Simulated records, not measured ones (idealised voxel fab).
This section sets out a process module, namely voxel plated lines.
Section shown: cut. Width: 225 nm. Cell size: 5 nm, square.
A cross-section is written here as square cells arranged in a grid, and it is given in bands from the top down, each band taking up one or more rows of cells. Quick guide to a band line: top height, bottom height (nm) up front; then every material left to right with its width in nm. Only one material and it's marked "edge to edge"? Then it fills the band edge to edge. And "air" just means empty space. It should be noted that heights are counted from 0, beneath which the wafer as supplied is of one material throughout, and that the lowest band possesses no lower boundary but continues downward, as written in "0..down". With a width like "30 to 40", each row of cells in the band differs from the next by the same amount, the top row carrying the first number and the bottom row the second. Basically "no alterations made" means that step didn't change any cell in the cross-section. In the "Completely sealed voids" entry, you get each enclosed empty space of 8 cells or more, one with no open way to the top, written width x height at distance, distance from the left edge, in nm. Anything after a step's settings on that line? It's the simulator's own note about the step. Steps that use a mask can have "overlay nm" on their line. It says how far the mask sat to the right of where it was meant to be. Negative means to the left.
## List of planned process steps
- 1: op RECEIVE | material Si
- 2: op CONFORMAL_DEP | material SiO2 | thk nm 10
- 3: op DIRECTIONAL_DEP | material TiN | thk nm 5
- 4: op PATTERN | tone open | mask id LINES | material resist | width nm 15 | pitch nm 35 | thk nm 20 | overlay nm 0
- 5: op EPI | material Ru | thk nm 5
- 6: op STRIP | etch materials resist
- 7: op DIRECTIONAL_ETCH | etch materials TiN | depth nm 5
- 8: op CONFORMAL_DEP | material SiO2 | thk nm 10
## The first wafer of two, processed as planned
## Received-state cross-section, reflecting completion of step 1
* 0..down | Si edge to edge
* Completely sealed voids: none
## Cross-section of the wafer subsequent to step 2
* 10..0 | SiO2 edge to edge
* For the remainder of the cross-section, below 0, there is no change.
## Cross-section of the wafer subsequent to step 3
* 15..10 | TiN edge to edge
* For the remainder of the cross-section, below 10, there is no change.
## Cross-section of the wafer subsequent to step 4
* 35..15 | 50 of resist / 15 of air / 20 of resist / 15 of air / 20 of resist / 15 of air / 20 of resist / 15 of air / 55 of resist
* For the remainder of the cross-section, below 15, there is no change.
## Cross-section of the wafer subsequent to step 5
* 35..20 | 50 of resist / 15 of air / 20 of resist / 15 of air / 20 of resist / 15 of air / 20 of resist / 15 of air / 55 of resist
* 20..15 | 50 of resist / 15 of Ru / 20 of resist / 15 of Ru / 20 of resist / 15 of Ru / 20 of resist / 15 of Ru / 55 of resist
* For the remainder of the cross-section, below 15, there is no change.
## Cross-section of the wafer subsequent to step 6
* 20..15 | 50 of air / 15 of Ru / 20 of air / 15 of Ru / 20 of air / 15 of Ru / 20 of air / 15 of Ru / 55 of air
* For the remainder of the cross-section, below 15, there is no change.
## Cross-section of the wafer subsequent to step 7
* 20..15 | 50 of air / 15 of Ru / 20 of air / 15 of Ru / 20 of air / 15 of Ru / 20 of air / 15 of Ru / 55 of air
* 15..10 | 50 of air / 15 of TiN / 20 of air / 15 of TiN / 20 of air / 15 of TiN / 20 of air / 15 of TiN / 55 of air
* For the remainder of the cross-section, below 10, there is no change.
## Cross-section of the wafer subsequent to step 8
* 30..20 | 40 of air / 140 of SiO2 / 45 of air
* 20..15 | 50 of SiO2 / 15 of Ru / 20 of SiO2 / 15 of Ru / 20 of SiO2 / 15 of Ru / 20 of SiO2 / 15 of Ru / 55 of SiO2
* 15..10 | 50 of SiO2 / 15 of TiN / 20 of SiO2 / 15 of TiN / 20 of SiO2 / 15 of TiN / 20 of SiO2 / 15 of TiN / 55 of SiO2
* For the remainder of the cross-section, below 10, there is no change.
## Second wafer, same starting conditions and recipe as the first, one mistake in executing it, nothing differs from the first up to and including step 3
## Second wafer at the planned finish of step 4, seen in cross-section
* 35..15 | 60 of resist / 15 of air / 20 of resist / 15 of air / 20 of resist / 15 of air / 20 of resist / 15 of air / 45 of resist
* For the remainder of the cross-section, below 15, there is no change.
## Second wafer at the planned finish of step 5, seen in cross-section
* 35..20 | 60 of resist / 15 of air / 20 of resist / 15 of air / 20 of resist / 15 of air / 20 of resist / 15 of air / 45 of resist
* 20..15 | 60 of resist / 15 of Ru / 20 of resist / 15 of Ru / 20 of resist / 15 of Ru / 20 of resist / 15 of Ru / 45 of resist
* For the remainder of the cross-section, below 15, there is no change.
## Second wafer at the planned finish of step 6, seen in cross-section
* 20..15 | 60 of air / 15 of Ru / 20 of air / 15 of Ru / 20 of air / 15 of Ru / 20 of air / 15 of Ru / 45 of air
* For the remainder of the cross-section, below 15, there is no change.
## Second wafer at the planned finish of step 7, seen in cross-section
* 20..15 | 60 of air / 15 of Ru / 20 of air / 15 of Ru / 20 of air / 15 of Ru / 20 of air / 15 of Ru / 45 of air
* 15..10 | 60 of air / 15 of TiN / 20 of air / 15 of TiN / 20 of air / 15 of TiN / 20 of air / 15 of TiN / 45 of air
* For the remainder of the cross-section, below 10, there is no change.
## Second wafer at the planned finish of step 8, seen in cross-section
* 30..20 | 50 of air / 140 of SiO2 / 35 of air
* 20..15 | 60 of SiO2 / 15 of Ru / 20 of SiO2 / 15 of Ru / 20 of SiO2 / 15 of Ru / 20 of SiO2 / 15 of Ru / 45 of SiO2
* 15..10 | 60 of SiO2 / 15 of TiN / 20 of SiO2 / 15 of TiN / 20 of SiO2 / 15 of TiN / 20 of SiO2 / 15 of TiN / 45 of SiO2
* For the remainder of the cross-section, below 10, there is no change.
In executing the process, a mistake was made relative to the plan: step 4 did not use the planned setting and instead ran as op PATTERN | tone open | mask id LINES | material resist | width nm 15 | pitch nm 35 | thk nm 20 | overlay nm 10
So at the finish, the second wafer's got exactly as many cells of each material as the first, just not in the same spots.
